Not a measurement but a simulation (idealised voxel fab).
voxel fin reveal: a process module
The cross-section shown here is cut; it is 275 nm wide and divided into square cells measuring 5 nm on a side.
A cross-section is a grid of square cells, given in bands from the top down. A band is one or more rows of cells.
The entry gives the band's vertical extent as a top height and a bottom height in nm, then its horizontal make-up as materials from left to right, each with a width in nm. "air" stands for empty space; a single material marked "everywhere" fills the band edge to edge.
Ref level 0: as-received wafer is one material below here. Bottom band extends down with no lower bound ("0 nm and below").
So if you see something like "30->40" for the width, read it as the top row of the band sitting at the first number and the bottom row at the second, with every row in between moving by the same amount as the last.
The cross-section has no changed cell in any step marked "nothing changed".
"Cavities, sealed" means: voids of 8 cells or more that are shut off from the top with no open way through. Written width x height at distance, distance from the left edge, in nm.
Whatever follows a step's settings on its line is a remark the simulator itself makes about that step.
The setting "overlay nm" may be written on the line of a step. When the step uses a mask, the value reports how far to the right of the planned place the mask lay, and a negative value reports that it lay to the left.
Structure of the following material. The material consists of pairs of cross-sections. Each pair comprises the cross-section before one process step and the cross-section after that step, the latter shown only down to the lowest band that changed. The step between the cross-sections is specified beneath each pair, including its settings. Pairs are not necessarily consecutive: they may derive from different runs of this module performed on the same starting wafer. Continuity with the pair above is to be assumed only where the entry headed "Pre-step condition" of the pair in question states it.

-- Pre-step condition
- 0 nm and below = Si everywhere
- Cavities, sealed: none

-- State After Step
- 5 nm to 0 nm = SiN everywhere
- below 0: unchanged
- Cavities, sealed: none
Step sandwiched between the two cross-sections above: CONFORMAL_DEP (material SiN; thk nm 5)

Pre-step condition: see preceding pair, after cross-section.

-- State After Step
- 25 nm to 5 nm = air (95) | resist (15) | air (20) | resist (15) | air (20) | resist (15) | air (95)
- below 5: unchanged
- Cavities, sealed: none
Step sandwiched between the two cross-sections above: PATTERN (tone cover; mask id FINS; material resist; width nm 15; pitch nm 35; thk nm 20; overlay nm 0)

Pre-step condition: see preceding pair, after cross-section.

-- State After Step
- 25 nm to 5 nm = air (95) | resist (15) | air (20) | resist (15) | air (20) | resist (15) | air (95)
- 5 nm to 0 nm = air (95) | SiN (15) | air (20) | SiN (15) | air (20) | SiN (15) | air (95)
- below 0: unchanged
- Cavities, sealed: none
Step sandwiched between the two cross-sections above: DIRECTIONAL_ETCH (etch materials SiN; depth nm 5)

Pre-step condition: see preceding pair, after cross-section.

-- State After Step
- 25 nm to 5 nm = air (95) | resist (15) | air (20) | resist (15) | air (20) | resist (15) | air (95)
- 5 nm to 0 nm = air (95) | SiN (15) | air (20) | SiN (15) | air (20) | SiN (15) | air (95)
- 0 nm to -30 nm = air (95) | Si (15) | air (20) | Si (15) | air (20) | Si (15) | air (95)
- below -30: unchanged
- Cavities, sealed: none
Step sandwiched between the two cross-sections above: DIRECTIONAL_ETCH (etch materials Si; depth nm 30)

Pre-step condition: see preceding pair, after cross-section.

-- State After Step
- 5 nm to 0 nm = air (95) | SiN (15) | air (20) | SiN (15) | air (20) | SiN (15) | air (95)
- below 0: unchanged
- Cavities, sealed: none
Step sandwiched between the two cross-sections above: STRIP (etch materials resist)

Pre-step condition: see preceding pair, after cross-section.

-- State After Step
- 10 nm to 5 nm = SiO2 everywhere
- 5 nm to 0 nm = SiO2 (95) | SiN (15) | SiO2 (20) | SiN (15) | SiO2 (20) | SiN (15) | SiO2 (95)
- 0 nm to -30 nm = SiO2 (95) | Si (15) | SiO2 (20) | Si (15) | SiO2 (20) | Si (15) | SiO2 (95)
- below -30: unchanged
- Cavities, sealed: none
Step sandwiched between the two cross-sections above: FILL_DEP (material SiO2; thk nm 5)

Pre-step condition: see preceding pair, after cross-section.

-- State After Step
- 5 nm to 0 nm = SiO2 (95) | SiN (15) | SiO2 (20) | SiN (15) | SiO2 (20) | SiN (15) | SiO2 (95)
- below 0: unchanged
- Cavities, sealed: none
Step sandwiched between the two cross-sections above: CMP (height nm 5)

Pre-step condition: see preceding pair, after cross-section.

-- State After Step
- 5 nm to 0 nm = air (95) | SiN (15) | air (20) | SiN (15) | air (20) | SiN (15) | air (95)
- 0 nm to -10 nm = air (95) | Si (15) | air (20) | Si (15) | air (20) | Si (15) | air (95)
- below -10: unchanged
- Cavities, sealed: none
Step sandwiched between the two cross-sections above: SELECTIVE_ETCH (etch materials SiO2; depth nm 15)

Pre-step condition: see preceding pair, after cross-section.

-- State After Step
- 0 nm to -10 nm = air (95) | Si (15) | air (20) | Si (15) | air (20) | Si (15) | air (95)
- below -10: unchanged
- Cavities, sealed: none
Step sandwiched between the two cross-sections above: STRIP (etch materials SiN)

-- Pre-step condition
- 25 nm to 5 nm = air (95) | resist (15) | air (20) | resist (15) | air (20) | resist (15) | air (95)
- 5 nm to 0 nm = air (95) | SiN (15) | air (20) | SiN (15) | air (20) | SiN (15) | air (95)
- 0 nm to -30 nm = air (95) | Si (15) | air (20) | Si (15) | air (20) | Si (15) | air (95)
- -30 nm and below = Si everywhere
- Cavities, sealed: none

-- State After Step
- 25 nm to 5 nm = air (95) | resist (15) | air (20) | resist (15) | air (20) | resist (15) | air (95)
- 5 nm to 0 nm = air (95) | SiN (15) | air (20) | SiN (15) | air (20) | SiN (15) | air (95)
- 0 nm to -60 nm = air (95) | Si (15) | air (20) | Si (15) | air (20) | Si (15) | air (95)
- below -60: unchanged
- Cavities, sealed: none
Step sandwiched between the two cross-sections above: DIRECTIONAL_ETCH (etch materials Si; depth nm 30)

Pre-step condition: see preceding pair, after cross-section.

-- State After Step
- 5 nm to 0 nm = air (95) | SiN (15) | air (20) | SiN (15) | air (20) | SiN (15) | air (95)
- below 0: unchanged
- Cavities, sealed: none
Step sandwiched between the two cross-sections above: STRIP (etch materials resist)

Pre-step condition: see preceding pair, after cross-section.

-- State After Step
- 10 nm to 5 nm = SiO2 everywhere
- 5 nm to 0 nm = SiO2 (95) | SiN (15) | SiO2 (20) | SiN (15) | SiO2 (20) | SiN (15) | SiO2 (95)
- 0 nm to -60 nm = SiO2 (95) | Si (15) | SiO2 (20) | Si (15) | SiO2 (20) | Si (15) | SiO2 (95)
- below -60: unchanged
- Cavities, sealed: none
Step sandwiched between the two cross-sections above: FILL_DEP (material SiO2; thk nm 5)

Pre-step condition: see preceding pair, after cross-section.

-- State After Step
- 5 nm to 0 nm = SiO2 (95) | SiN (15) | SiO2 (20) | SiN (15) | SiO2 (20) | SiN (15) | SiO2 (95)
- below 0: unchanged
- Cavities, sealed: none
Step sandwiched between the two cross-sections above: CMP (height nm 5)

Pre-step condition: see preceding pair, after cross-section.

-- State After Step
- 5 nm to 0 nm = air (95) | SiN (15) | air (20) | SiN (15) | air (20) | SiN (15) | air (95)
- 0 nm to -10 nm = air (95) | Si (15) | air (20) | Si (15) | air (20) | Si (15) | air (95)
- below -10: unchanged
- Cavities, sealed: none
Step sandwiched between the two cross-sections above: SELECTIVE_ETCH (etch materials SiO2; depth nm 15)

Pre-step condition: see preceding pair, after cross-section.

-- State After Step
- 0 nm to -10 nm = air (95) | Si (15) | air (20) | Si (15) | air (20) | Si (15) | air (95)
- below -10: unchanged
- Cavities, sealed: none
Step sandwiched between the two cross-sections above: STRIP (etch materials SiN)

-- Pre-step condition
- 5 nm to 0 nm = SiO2 (95) | SiN (15) | SiO2 (20) | SiN (15) | SiO2 (20) | SiN (15) | SiO2 (95)
- 0 nm to -30 nm = SiO2 (95) | Si (15) | SiO2 (20) | Si (15) | SiO2 (20) | Si (15) | SiO2 (95)
- -30 nm and below = Si everywhere
- Cavities, sealed: none

-- State After Step
- 5 nm to 0 nm = SiO2 (95) | air (15) | SiO2 (20) | air (15) | SiO2 (20) | air (15) | SiO2 (95)
- below 0: unchanged
- Cavities, sealed: none
Step sandwiched between the two cross-sections above: STRIP (etch materials SiN)

Pre-step condition: see preceding pair, after cross-section.

-- State After Step
- 0 nm to -10 nm = air (95) | Si (15) | air (20) | Si (15) | air (20) | Si (15) | air (95)
- -10 nm to -15 nm = SiO2 (80) | air (15) | Si (15) | air (20) | Si (15) | air (20) | Si (15) | air (15) | SiO2 (80)
- below -15: unchanged
- Cavities, sealed: none
Step sandwiched between the two cross-sections above: SELECTIVE_ETCH (etch materials SiO2; depth nm 15)

-- Pre-step condition
- 10 nm to 5 nm = SiO2 everywhere
- 5 nm to 0 nm = SiO2 (95) | SiN (15) | SiO2 (20) | SiN (15) | SiO2 (20) | SiN (15) | SiO2 (95)
- 0 nm to -30 nm = SiO2 (95) | Si (15) | SiO2 (20) | Si (15) | SiO2 (20) | Si (15) | SiO2 (95)
- -30 nm and below = Si everywhere
- Cavities, sealed: none

-- State After Step
- -5 nm to -30 nm = SiO2 (95) | Si (15) | SiO2 (20) | Si (15) | SiO2 (20) | Si (15) | SiO2 (95)
- below -30: unchanged
- Cavities, sealed: none
Step sandwiched between the two cross-sections above: CMP (height nm -5)

Pre-step condition: see preceding pair, after cross-section.

-- State After Step
- -5 nm to -20 nm = air (95) | Si (15) | air (20) | Si (15) | air (20) | Si (15) | air (95)
- below -20: unchanged
- Cavities, sealed: none
Step sandwiched between the two cross-sections above: SELECTIVE_ETCH (etch materials SiO2; depth nm 15)

-- Pre-step condition
- 5 nm to 0 nm = SiN everywhere
- 0 nm and below = Si everywhere
- Cavities, sealed: none

-- State After Step
- 25 nm to 5 nm = air (95) | resist (20) | air (15) | resist (20) | air (15) | resist (20) | air (90)
- below 5: unchanged
- Cavities, sealed: none
Step sandwiched between the two cross-sections above: PATTERN (tone cover; mask id FINS; material resist; width nm 20; pitch nm 35; thk nm 20; overlay nm 0)

Pre-step condition: see preceding pair, after cross-section.

-- State After Step
- 25 nm to 5 nm = air (95) | resist (20) | air (15) | resist (20) | air (15) | resist (20) | air (90)
- 5 nm to 0 nm = air (95) | SiN (20) | air (15) | SiN (20) | air (15) | SiN (20) | air (90)
- below 0: unchanged
- Cavities, sealed: none
Step sandwiched between the two cross-sections above: DIRECTIONAL_ETCH (etch materials SiN; depth nm 5)

Pre-step condition: see preceding pair, after cross-section.

-- State After Step
- 25 nm to 5 nm = air (95) | resist (20) | air (15) | resist (20) | air (15) | resist (20) | air (90)
- 5 nm to 0 nm = air (95) | SiN (20) | air (15) | SiN (20) | air (15) | SiN (20) | air (90)
- 0 nm to -30 nm = air (95) | Si (20) | air (15) | Si (20) | air (15) | Si (20) | air (90)
- below -30: unchanged
- Cavities, sealed: none
Step sandwiched between the two cross-sections above: DIRECTIONAL_ETCH (etch materials Si; depth nm 30)

Pre-step condition: see preceding pair, after cross-section.

-- State After Step
- 5 nm to 0 nm = air (95) | SiN (20) | air (15) | SiN (20) | air (15) | SiN (20) | air (90)
- below 0: unchanged
- Cavities, sealed: none
Step sandwiched between the two cross-sections above: STRIP (etch materials resist)

Pre-step condition: see preceding pair, after cross-section.

-- State After Step
- 10 nm to 5 nm = SiO2 everywhere
- 5 nm to 0 nm = SiO2 (95) | SiN (20) | SiO2 (15) | SiN (20) | SiO2 (15) | SiN (20) | SiO2 (90)
- 0 nm to -30 nm = SiO2 (95) | Si (20) | SiO2 (15) | Si (20) | SiO2 (15) | Si (20) | SiO2 (90)
- below -30: unchanged
- Cavities, sealed: none
Step sandwiched between the two cross-sections above: FILL_DEP (material SiO2; thk nm 5)

Pre-step condition: see preceding pair, after cross-section.

-- State After Step
- 5 nm to 0 nm = SiO2 (95) | SiN (20) | SiO2 (15) | SiN (20) | SiO2 (15) | SiN (20) | SiO2 (90)
- below 0: unchanged
- Cavities, sealed: none
Step sandwiched between the two cross-sections above: CMP (height nm 5)

Pre-step condition: see preceding pair, after cross-section.

-- State After Step
- 5 nm to 0 nm = air (95) | SiN (20) | air (15) | SiN (20) | air (15) | SiN (20) | air (90)
- 0 nm to -10 nm = air (95) | Si (20) | air (15) | Si (20) | air (15) | Si (20) | air (90)
- below -10: unchanged
- Cavities, sealed: none
Step sandwiched between the two cross-sections above: SELECTIVE_ETCH (etch materials SiO2; depth nm 15)

Pre-step condition: see preceding pair, after cross-section.

-- State After Step
- 0 nm to -10 nm = air (95) | Si (20) | air (15) | Si (20) | air (15) | Si (20) | air (90)
- below -10: unchanged
- Cavities, sealed: none
Step sandwiched between the two cross-sections above: STRIP (etch materials SiN)

-- Pre-step condition
- 5 nm to 0 nm = SiN everywhere
- 0 nm and below = Si everywhere
- Cavities, sealed: none

-- State After Step
- 25 nm to 5 nm = air (105) | resist (15) | air (20) | resist (15) | air (20) | resist (15) | air (85)
- below 5: unchanged
- Cavities, sealed: none
Step sandwiched between the two cross-sections above: PATTERN (tone cover; mask id FINS; material resist; width nm 15; pitch nm 35; thk nm 20; overlay nm 10)

Pre-step condition: see preceding pair, after cross-section.

-- State After Step
- 25 nm to 5 nm = air (105) | resist (15) | air (20) | resist (15) | air (20) | resist (15) | air (85)
- 5 nm to 0 nm = air (105) | SiN (15) | air (20) | SiN (15) | air (20) | SiN (15) | air (85)
- below 0: unchanged
- Cavities, sealed: none
Step sandwiched between the two cross-sections above: DIRECTIONAL_ETCH (etch materials SiN; depth nm 5)

Pre-step condition: see preceding pair, after cross-section.

-- State After Step
- 25 nm to 5 nm = air (105) | resist (15) | air (20) | resist (15) | air (20) | resist (15) | air (85)
- 5 nm to 0 nm = air (105) | SiN (15) | air (20) | SiN (15) | air (20) | SiN (15) | air (85)
- 0 nm to -30 nm = air (105) | Si (15) | air (20) | Si (15) | air (20) | Si (15) | air (85)
- below -30: unchanged
- Cavities, sealed: none
Step sandwiched between the two cross-sections above: DIRECTIONAL_ETCH (etch materials Si; depth nm 30)

Pre-step condition: see preceding pair, after cross-section.

-- State After Step
- 5 nm to 0 nm = air (105) | SiN (15) | air (20) | SiN (15) | air (20) | SiN (15) | air (85)
- below 0: unchanged
- Cavities, sealed: none
Step sandwiched between the two cross-sections above: STRIP (etch materials resist)

Pre-step condition: see preceding pair, after cross-section.

-- State After Step
- 10 nm to 5 nm = SiO2 everywhere
- 5 nm to 0 nm = SiO2 (105) | SiN (15) | SiO2 (20) | SiN (15) | SiO2 (20) | SiN (15) | SiO2 (85)
- 0 nm to -30 nm = SiO2 (105) | Si (15) | SiO2 (20) | Si (15) | SiO2 (20) | Si (15) | SiO2 (85)
- below -30: unchanged
- Cavities, sealed: none
Step sandwiched between the two cross-sections above: FILL_DEP (material SiO2; thk nm 5)

Pre-step condition: see preceding pair, after cross-section.

-- State After Step
- 5 nm to 0 nm = SiO2 (105) | SiN (15) | SiO2 (20) | SiN (15) | SiO2 (20) | SiN (15) | SiO2 (85)
- below 0: unchanged
- Cavities, sealed: none
Step sandwiched between the two cross-sections above: CMP (height nm 5)

Pre-step condition: see preceding pair, after cross-section.

-- State After Step
- 5 nm to 0 nm = air (105) | SiN (15) | air (20) | SiN (15) | air (20) | SiN (15) | air (85)
- 0 nm to -10 nm = air (105) | Si (15) | air (20) | Si (15) | air (20) | Si (15) | air (85)
- below -10: unchanged
- Cavities, sealed: none
Step sandwiched between the two cross-sections above: SELECTIVE_ETCH (etch materials SiO2; depth nm 15)

Pre-step condition: see preceding pair, after cross-section.

-- State After Step
- 0 nm to -10 nm = air (105) | Si (15) | air (20) | Si (15) | air (20) | Si (15) | air (85)
- below -10: unchanged
- Cavities, sealed: none
Step sandwiched between the two cross-sections above: STRIP (etch materials SiN)

-- Pre-step condition
- 5 nm to 0 nm = air (95) | SiN (15) | air (20) | SiN (15) | air (20) | SiN (15) | air (95)
- 0 nm to -30 nm = air (95) | Si (15) | air (20) | Si (15) | air (20) | Si (15) | air (95)
- -30 nm and below = Si everywhere
- Cavities, sealed: none

-- State After Step
- 10 nm to 0 nm = SiN everywhere
- 0 nm to -30 nm = SiN (95) | Si (15) | SiN (20) | Si (15) | SiN (20) | Si (15) | SiN (95)
- below -30: unchanged
- Cavities, sealed: none
Step sandwiched between the two cross-sections above: FILL_DEP (material SiN; thk nm 5)

Pre-step condition: see preceding pair, after cross-section.

-- State After Step
- 5 nm to 0 nm = SiN everywhere
- below 0: unchanged
- Cavities, sealed: none
Step sandwiched between the two cross-sections above: CMP (height nm 5)

Pre-step condition: see preceding pair, after cross-section.

-- State After Step
- 0 nm to -30 nm = air (95) | Si (15) | air (20) | Si (15) | air (20) | Si (15) | air (95)
- below -30: unchanged
- Cavities, sealed: none
Step sandwiched between the two cross-sections above: STRIP (etch materials SiN)

-- Pre-step condition
- 5 nm to 0 nm = SiN everywhere
- 0 nm and below = Si everywhere
- Cavities, sealed: none

-- State After Step
- 25 nm to 5 nm = resist (95) | air (15) | resist (20) | air (15) | resist (20) | air (15) | resist (95)
- below 5: unchanged
- Cavities, sealed: none
Step sandwiched between the two cross-sections above: PATTERN (tone open; mask id FINS; material resist; width nm 15; pitch nm 35; thk nm 20; overlay nm 0)

Pre-step condition: see preceding pair, after cross-section.

-- State After Step
- 25 nm to 5 nm = resist (95) | air (15) | resist (20) | air (15) | resist (20) | air (15) | resist (95)
- 5 nm to 0 nm = SiN (95) | air (15) | SiN (20) | air (15) | SiN (20) | air (15) | SiN (95)
- below 0: unchanged
- Cavities, sealed: none
Step sandwiched between the two cross-sections above: DIRECTIONAL_ETCH (etch materials SiN; depth nm 5)

Pre-step condition: see preceding pair, after cross-section.

-- State After Step
- 25 nm to 5 nm = resist (95) | air (15) | resist (20) | air (15) | resist (20) | air (15) | resist (95)
- 5 nm to 0 nm = SiN (95) | air (15) | SiN (20) | air (15) | SiN (20) | air (15) | SiN (95)
- 0 nm to -30 nm = Si (95) | air (15) | Si (20) | air (15) | Si (20) | air (15) | Si (95)
- below -30: unchanged
- Cavities, sealed: none
Step sandwiched between the two cross-sections above: DIRECTIONAL_ETCH (etch materials Si; depth nm 30)

Pre-step condition: see preceding pair, after cross-section.

-- State After Step
- 5 nm to 0 nm = SiN (95) | air (15) | SiN (20) | air (15) | SiN (20) | air (15) | SiN (95)
- below 0: unchanged
- Cavities, sealed: none
Step sandwiched between the two cross-sections above: STRIP (etch materials resist)

Pre-step condition: see preceding pair, after cross-section.

-- State After Step
- 10 nm to 5 nm = SiO2 everywhere
- 5 nm to 0 nm = SiN (95) | SiO2 (15) | SiN (20) | SiO2 (15) | SiN (20) | SiO2 (15) | SiN (95)
- 0 nm to -30 nm = Si (95) | SiO2 (15) | Si (20) | SiO2 (15) | Si (20) | SiO2 (15) | Si (95)
- below -30: unchanged
- Cavities, sealed: none
Step sandwiched between the two cross-sections above: FILL_DEP (material SiO2; thk nm 5)

Pre-step condition: see preceding pair, after cross-section.

-- State After Step
- 5 nm to 0 nm = SiN (95) | SiO2 (15) | SiN (20) | SiO2 (15) | SiN (20) | SiO2 (15) | SiN (95)
- below 0: unchanged
- Cavities, sealed: none
Step sandwiched between the two cross-sections above: CMP (height nm 5)

Pre-step condition: see preceding pair, after cross-section.

-- State After Step
- 5 nm to 0 nm = SiN (95) | air (15) | SiN (20) | air (15) | SiN (20) | air (15) | SiN (95)
- 0 nm to -10 nm = Si (95) | air (15) | Si (20) | air (15) | Si (20) | air (15) | Si (95)
- below -10: unchanged
- Cavities, sealed: none
Step sandwiched between the two cross-sections above: SELECTIVE_ETCH (etch materials SiO2; depth nm 15)

Pre-step condition: see preceding pair, after cross-section.

-- State After Step
- 0 nm to -10 nm = Si (95) | air (15) | Si (20) | air (15) | Si (20) | air (15) | Si (95)
- below -10: unchanged
- Cavities, sealed: none
Step sandwiched between the two cross-sections above: STRIP (etch materials SiN)
